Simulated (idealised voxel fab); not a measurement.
Process module in this document: voxel wiring stack
The width of the displayed cross-section, cut, is 160 nm; its cells are square, with a size of 5 nm.
Throughout this document, each cross-section is represented as a grid of square cells and is presented as a sequence of bands enumerated from the top downward, where a band comprises one or more rows of cells. Read a band's entry like this: the first values are the height of its top and the height of its bottom in nm, and what follows is the sequence of materials from left to right, each with its width in nm. Note that "empty" is empty space, and that a single material marked "full width" reaches across the band from edge to edge. For the purposes of this specification, 0 denotes the height below which the wafer in its as-received condition is composed wholly of one material, and the lowermost band, lacking a lower limit, extends downward without end, as expressed in "0 down". A two-number width, for instance "30..40", indicates that the width is equal to the first number in the top row of the band and to the second number in the bottom row, and that it changes by a constant amount per row of cells. You'll sometimes find "no alteration" written for a step, and that's the way of saying that nowhere in the cross-section did a cell change during that step. "Closed void register" enumerates empty spaces isolated from the top, with no open way to it, that contain at least 8 cells, giving each as width x height at distance from the left edge, all three in nm. Heads up: the bit after the settings on a step's line is the simulator's remark on that step. overlay nm: how far to the right of its planned place the mask lay on this masked step (negative: to the left).
Process steps foreseen in the plan:
1. RECEIVE | material Si
2. CONFORMAL_DEP | material SiO2 | thk nm 15
3. DIRECTIONAL_DEP | material TiN | thk nm 5
4. DIRECTIONAL_DEP | material Ru | thk nm 20
5. DIRECTIONAL_DEP | material aC | thk nm 15
6. PATTERN | tone cover | mask id METAL_1 | material resist | width nm 20 | pitch nm 35 | thk nm 35 | overlay nm 0
7. DIRECTIONAL_ETCH | etch materials aC | depth nm 15
8. STRIP | etch materials resist
9. DIRECTIONAL_ETCH | etch materials Ru | depth nm 20
10. DIRECTIONAL_ETCH | etch materials TiN | depth nm 5
11. STRIP | etch materials aC
12. CONFORMAL_DEP | material SiCN | thk nm 5
13. FILL_DEP | material SiO2 | thk nm 10
14. CMP | height nm 40
15. CONFORMAL_DEP | material SiCN | thk nm 5
16. DIRECTIONAL_DEP | material lowk | thk nm 30
17. MASKED_ETCH | tone open | mask id METAL_2 | width nm 20 | pitch nm 35 | etch materials lowk | depth nm 20 | overlay nm 0
18. DIRECTIONAL_DEP | material aC | thk nm 10
19. PATTERN | tone open | mask id METAL_2_HOLES | material resist | width nm 15 | pitch nm 70 | thk nm 30 | overlay nm 0
20. DIRECTIONAL_ETCH | etch materials aC | depth nm 10
21. STRIP | etch materials resist
22. DIRECTIONAL_ETCH | etch materials lowk | depth nm 10
23. DIRECTIONAL_ETCH | etch materials SiCN | depth nm 5
24. STRIP | etch materials aC
25. CONFORMAL_DEP | material TiN | thk nm 5
26. FILL_DEP | material Cu | thk nm 10
27. CMP | height nm 75
28. CONFORMAL_DEP | material SiN | thk nm 5
Cross-sectional view of the wafer in its as-received condition, corresponding to the state after step 1:
  0 down: Si full width
  Closed void register: none
Here's the wafer cut in cross-section after the module, started and planned just like above, except one thing was done wrong in the run:
  80 to 75: SiN full width
  75 to 60: lowk=15 / TiN=5 / Cu=10 / TiN=5 / lowk=15 / TiN=5 / Cu=10 / TiN=5 / lowk=15 / TiN=5 / Cu=10 / TiN=5 / lowk=15 / TiN=5 / Cu=10 / TiN=5 / lowk=20
  60 to 55: lowk=15 / TiN=5 / Cu=5 / TiN=10 / lowk=15 / TiN=20 / lowk=15 / TiN=5 / Cu=5 / TiN=10 / lowk=15 / TiN=20 / lowk=20
  55 to 45: lowk=15 / TiN=5 / Cu=5 / TiN=5 / lowk=55 / TiN=5 / Cu=5 / TiN=5 / lowk=60
  45 to 40: SiCN=15 / TiN=15 / SiCN=55 / TiN=15 / SiCN=60
  40 to 30: SiCN=15 / Ru=20 / SiCN=15 / Ru=20 / SiCN=15 / Ru=20 / SiCN=15 / Ru=20 / SiCN=15 / SiO2=5
  30 to 20: SiCN=15 / Ru=20 / SiCN=15 / Ru=20 / SiCN=15 / Ru=20 / SiCN=15 / Ru=20 / SiCN=20
  20 to 15: SiCN=15 / TiN=20 / SiCN=15 / TiN=20 / SiCN=15 / TiN=20 / SiCN=15 / TiN=20 / SiCN=20
  15 to 0: SiO2 full width
  0 down: Si full width
  Closed void register: none
Processing error: heads up, step 12 didn't go per plan, it actually ran as CONFORMAL_DEP | material SiCN | thk nm 15
